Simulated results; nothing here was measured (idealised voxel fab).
voxel capacitor over wiring: a process module
Cross-section cut spans 265 nm and uses square cells 5 nm in size.
Reading order for cross-sections: top band down to bottom band. Underlying form: a grid of square cells. Band size: one or more rows of cells.
Quick guide to a band line: top height, bottom height (nm) up front; then every material left to right with its width in nm. Only one material and it's marked "all across"? Then it fills the band edge to edge. And "air" just means empty space.
It should be noted that heights are counted from 0, beneath which the wafer as supplied is of one material throughout, and that the lowest band possesses no lower boundary but continues downward, as written in "0 -> down".
Think of "30->40" as a width that walks from the first number to the second as you go down the band, top row to bottom row, taking equal-sized steps from row to row.
Step marked "no modification"? Then no cell in the cross-section changed in it.
Each empty space that has no open way to the top and spans at least 8 cells appears under "Fully sealed voids" as width x height at distance, the distance counted from the left edge, all in nm.
Heads up: the bit after the settings on a step's line is the simulator's remark on that step.
overlay nm: on a step with a mask, how far right of its planned place the mask lay; negative means left.

[So here's the lineup of process steps we planned]
- 1: RECEIVE, material Si
- 2: CONFORMAL_DEP, material SiO2, thk nm 10
- 3: DIRECTIONAL_DEP, material TiN, thk nm 5
- 4: DIRECTIONAL_DEP, material Ru, thk nm 15
- 5: MASKED_ETCH, tone cover, mask id METAL_1, width nm 20, pitch nm 70, etch materials Ru, depth nm 15, overlay nm 0
- 6: MASKED_ETCH, tone cover, mask id METAL_1, width nm 20, pitch nm 70, etch materials TiN, depth nm 5, overlay nm 0
- 7: CONFORMAL_DEP, material SiCN, thk nm 5
- 8: FILL_DEP, material lowk, thk nm 10
- 9: CMP, height nm 30
- 10: CONFORMAL_DEP, material SiCN, thk nm 5
- 11: DIRECTIONAL_DEP, material lowk, thk nm 20
- 12: PATTERN, tone open, mask id PLUG_1, material resist, width nm 15, thk nm 15, overlay nm 0
- 13: DIRECTIONAL_ETCH, etch materials lowk, depth nm 20
- 14: DIRECTIONAL_ETCH, etch materials SiCN, depth nm 5
- 15: STRIP, etch materials resist
- 16: CONFORMAL_DEP, material TiN, thk nm 5
- 17: FILL_DEP, material Cu, thk nm 10
- 18: CMP, height nm 55
- 19: DIRECTIONAL_DEP, material TiN, thk nm 5
- 20: DIRECTIONAL_DEP, material HfO2, thk nm 5
- 21: DIRECTIONAL_DEP, material TiN, thk nm 5
- 22: PATTERN, tone cover, mask id UPPER_PLATE, material resist, width nm 55, thk nm 20, overlay nm 0
- 23: DIRECTIONAL_ETCH, etch materials TiN, depth nm 5
- 24: DIRECTIONAL_ETCH, etch materials HfO2, depth nm 5
- 25: STRIP, etch materials resist
- 26: MASKED_ETCH, tone cover, mask id LOWER_PLATE, width nm 65, etch materials TiN, depth nm 5, overlay nm 0
- 27: FILL_DEP, material SiO2, thk nm 15
- 28: CMP, height nm 80
- 29: PATTERN, tone open, mask id PLUG_2, material resist, width nm 15, thk nm 20, overlay nm 0
- 30: DIRECTIONAL_ETCH, etch materials SiO2, depth nm 10
- 31: STRIP, etch materials resist
- 32: CONFORMAL_DEP, material TiN, thk nm 5
- 33: FILL_DEP, material Cu, thk nm 10
- 34: CMP, height nm 80
- 35: CONFORMAL_DEP, material SiN, thk nm 5

[Run as planned: first of two wafers]

[Wafer cross-section on receipt, i.e. after step 1]
> 0 -> down = Si all across
> Fully sealed voids: none

[How the wafer stands in section after step 2]
> 10 -> 0 = SiO2 all across
> At heights below 0, the structure remains unaltered.

[How the wafer stands in section after step 3]
> 15 -> 10 = TiN all across
> At heights below 10, the structure remains unaltered.

[How the wafer stands in section after step 4]
> 30 -> 15 = Ru all across
> At heights below 15, the structure remains unaltered.

[How the wafer stands in section after step 5]
> 30 -> 15 = 85 air; 20 Ru; 50 air; 20 Ru; 90 air
> At heights below 15, the structure remains unaltered.

[How the wafer stands in section after step 6]
> 30 -> 15 = 85 air; 20 Ru; 50 air; 20 Ru; 90 air
> 15 -> 10 = 85 air; 20 TiN; 50 air; 20 TiN; 90 air
> At heights below 10, the structure remains unaltered.

[How the wafer stands in section after step 7]
> 35 -> 30 = 80 air; 30 SiCN; 40 air; 30 SiCN; 85 air
> 30 -> 15 = 80 air; 5 SiCN; 20 Ru; 5 SiCN; 40 air; 5 SiCN; 20 Ru; 5 SiCN; 85 air
> 15 -> 10 = 85 SiCN; 20 TiN; 50 SiCN; 20 TiN; 90 SiCN
> At heights below 10, the structure remains unaltered.

[How the wafer stands in section after step 8]
> 45 -> 35 = lowk all across
> 35 -> 30 = 80 lowk; 30 SiCN; 40 lowk; 30 SiCN; 85 lowk
> 30 -> 15 = 80 lowk; 5 SiCN; 20 Ru; 5 SiCN; 40 lowk; 5 SiCN; 20 Ru; 5 SiCN; 85 lowk
> At heights below 15, the structure remains unaltered.

[How the wafer stands in section after step 9]
> 30 -> 15 = 80 lowk; 5 SiCN; 20 Ru; 5 SiCN; 40 lowk; 5 SiCN; 20 Ru; 5 SiCN; 85 lowk
> At heights below 15, the structure remains unaltered.

[How the wafer stands in section after step 10]
> 35 -> 30 = SiCN all across
> At heights below 30, the structure remains unaltered.

[How the wafer stands in section after step 11]
> 55 -> 35 = lowk all across
> At heights below 35, the structure remains unaltered.

[How the wafer stands in section after step 12]
> 70 -> 55 = 90 resist; 15 air; 160 resist
> At heights below 55, the structure remains unaltered.

[How the wafer stands in section after step 13]
> 70 -> 55 = 90 resist; 15 air; 160 resist
> 55 -> 35 = 90 lowk; 15 air; 160 lowk
> At heights below 35, the structure remains unaltered.

[How the wafer stands in section after step 14]
> 70 -> 55 = 90 resist; 15 air; 160 resist
> 55 -> 35 = 90 lowk; 15 air; 160 lowk
> 35 -> 30 = 90 SiCN; 15 air; 160 SiCN
> At heights below 30, the structure remains unaltered.

[How the wafer stands in section after step 15]
> 55 -> 35 = 90 lowk; 15 air; 160 lowk
> At heights below 35, the structure remains unaltered.

[How the wafer stands in section after step 16]
> 60 -> 55 = 95 TiN; 5 air; 165 TiN
> 55 -> 35 = 90 lowk; 5 TiN; 5 air; 5 TiN; 160 lowk
> 35 -> 30 = 90 SiCN; 15 TiN; 160 SiCN
> At heights below 30, the structure remains unaltered.

[How the wafer stands in section after step 17]
> 70 -> 60 = Cu all across
> 60 -> 55 = 95 TiN; 5 Cu; 165 TiN
> 55 -> 35 = 90 lowk; 5 TiN; 5 Cu; 5 TiN; 160 lowk
> At heights below 35, the structure remains unaltered.

[How the wafer stands in section after step 18]
> 55 -> 35 = 90 lowk; 5 TiN; 5 Cu; 5 TiN; 160 lowk
> At heights below 35, the structure remains unaltered.

[How the wafer stands in section after step 19]
> 60 -> 55 = TiN all across
> At heights below 55, the structure remains unaltered.

[How the wafer stands in section after step 20]
> 65 -> 60 = HfO2 all across
> At heights below 60, the structure remains unaltered.

[How the wafer stands in section after step 21]
> 70 -> 65 = TiN all across
> At heights below 65, the structure remains unaltered.

[How the wafer stands in section after step 22]
> 90 -> 70 = 90 air; 55 resist; 120 air
> At heights below 70, the structure remains unaltered.

[How the wafer stands in section after step 23]
> 90 -> 70 = 90 air; 55 resist; 120 air
> 70 -> 65 = 90 air; 55 TiN; 120 air
> At heights below 65, the structure remains unaltered.

[How the wafer stands in section after step 24]
> 90 -> 70 = 90 air; 55 resist; 120 air
> 70 -> 65 = 90 air; 55 TiN; 120 air
> 65 -> 60 = 90 air; 55 HfO2; 120 air
> At heights below 60, the structure remains unaltered.

[How the wafer stands in section after step 25]
> 70 -> 65 = 90 air; 55 TiN; 120 air
> At heights below 65, the structure remains unaltered.

[How the wafer stands in section after step 26]
> 70 -> 65 = 90 air; 55 TiN; 120 air
> 65 -> 60 = 90 air; 55 HfO2; 120 air
> 60 -> 55 = 85 air; 65 TiN; 115 air
> At heights below 55, the structure remains unaltered.

[How the wafer stands in section after step 27]
> 85 -> 70 = SiO2 all across
> 70 -> 65 = 90 SiO2; 55 TiN; 120 SiO2
> 65 -> 60 = 90 SiO2; 55 HfO2; 120 SiO2
> 60 -> 55 = 85 SiO2; 65 TiN; 115 SiO2
> At heights below 55, the structure remains unaltered.

[How the wafer stands in section after step 28]
> 80 -> 70 = SiO2 all across
> At heights below 70, the structure remains unaltered.

[How the wafer stands in section after step 29]
> 100 -> 80 = 100 resist; 15 air; 150 resist
> At heights below 80, the structure remains unaltered.

[How the wafer stands in section after step 30]
> 100 -> 80 = 100 resist; 15 air; 150 resist
> 80 -> 70 = 100 SiO2; 15 air; 150 SiO2
> At heights below 70, the structure remains unaltered.

[How the wafer stands in section after step 31]
> 80 -> 70 = 100 SiO2; 15 air; 150 SiO2
> At heights below 70, the structure remains unaltered.

[How the wafer stands in section after step 32]
> 85 -> 80 = 105 TiN; 5 air; 155 TiN
> 80 -> 75 = 100 SiO2; 5 TiN; 5 air; 5 TiN; 150 SiO2
> 75 -> 65 = 100->90 SiO2; 15->55 TiN; 150->120 SiO2
> At heights below 65, the structure remains unaltered.

[How the wafer stands in section after step 33]
> 95 -> 85 = Cu all across
> 85 -> 80 = 105 TiN; 5 Cu; 155 TiN
> 80 -> 75 = 100 SiO2; 5 TiN; 5 Cu; 5 TiN; 150 SiO2
> At heights below 75, the structure remains unaltered.

[How the wafer stands in section after step 34]
> 80 -> 75 = 100 SiO2; 5 TiN; 5 Cu; 5 TiN; 150 SiO2
> At heights below 75, the structure remains unaltered.

[How the wafer stands in section after step 35]
> 85 -> 80 = SiN all across
> At heights below 80, the structure remains unaltered.

[The second wafer was prepared from the same starting point and under the same plan as the first; its processing contained one mistake, and it remains indistinguishable from the first wafer up to and including step 19]

[X-section, second wafer, when step 20 was due to finish]
> 65 -> 60 = SiCN all across
> At heights below 60, the structure remains unaltered.

[X-section, second wafer, when step 21 was due to finish]
> 70 -> 65 = TiN all across
> At heights below 65, the structure remains unaltered.

[X-section, second wafer, when step 22 was due to finish]
> 90 -> 70 = 90 air; 55 resist; 120 air
> At heights below 70, the structure remains unaltered.

[X-section, second wafer, when step 23 was due to finish]
> 90 -> 70 = 90 air; 55 resist; 120 air
> 70 -> 65 = 90 air; 55 TiN; 120 air
> At heights below 65, the structure remains unaltered.

X-section, second wafer, when step 24 was due to finish: no modification

[X-section, second wafer, when step 25 was due to finish]
> 70 -> 65 = 90 air; 55 TiN; 120 air
> At heights below 65, the structure remains unaltered.

X-section, second wafer, when step 26 was due to finish: no modification

[X-section, second wafer, when step 27 was due to finish]
> 85 -> 70 = SiO2 all across
> 70 -> 65 = 90 SiO2; 55 TiN; 120 SiO2
> At heights below 65, the structure remains unaltered.

[X-section, second wafer, when step 28 was due to finish]
> 80 -> 70 = SiO2 all across
> At heights below 70, the structure remains unaltered.

[X-section, second wafer, when step 29 was due to finish]
> 100 -> 80 = 100 resist; 15 air; 150 resist
> At heights below 80, the structure remains unaltered.

[X-section, second wafer, when step 30 was due to finish]
> 100 -> 80 = 100 resist; 15 air; 150 resist
> 80 -> 70 = 100 SiO2; 15 air; 150 SiO2
> At heights below 70, the structure remains unaltered.

[X-section, second wafer, when step 31 was due to finish]
> 80 -> 70 = 100 SiO2; 15 air; 150 SiO2
> At heights below 70, the structure remains unaltered.

[X-section, second wafer, when step 32 was due to finish]
> 85 -> 80 = 105 TiN; 5 air; 155 TiN
> 80 -> 75 = 100 SiO2; 5 TiN; 5 air; 5 TiN; 150 SiO2
> 75 -> 65 = 100->90 SiO2; 15->55 TiN; 150->120 SiO2
> At heights below 65, the structure remains unaltered.

[X-section, second wafer, when step 33 was due to finish]
> 95 -> 85 = Cu all across
> 85 -> 80 = 105 TiN; 5 Cu; 155 TiN
> 80 -> 75 = 100 SiO2; 5 TiN; 5 Cu; 5 TiN; 150 SiO2
> At heights below 75, the structure remains unaltered.

[X-section, second wafer, when step 34 was due to finish]
> 80 -> 75 = 100 SiO2; 5 TiN; 5 Cu; 5 TiN; 150 SiO2
> At heights below 75, the structure remains unaltered.

[X-section, second wafer, when step 35 was due to finish]
> 85 -> 80 = SiN all across
> At heights below 80, the structure remains unaltered.
Error vs. plan: step 20 went in with a setting other than planned; the actual run was DIRECTIONAL_DEP, material SiCN, thk nm 5
Final comparison by cell count, materials where the second wafer has more or fewer than the first: 11 fewer of HfO2; 53 more of SiCN; 82 fewer of SiO2; 40 more of TiN
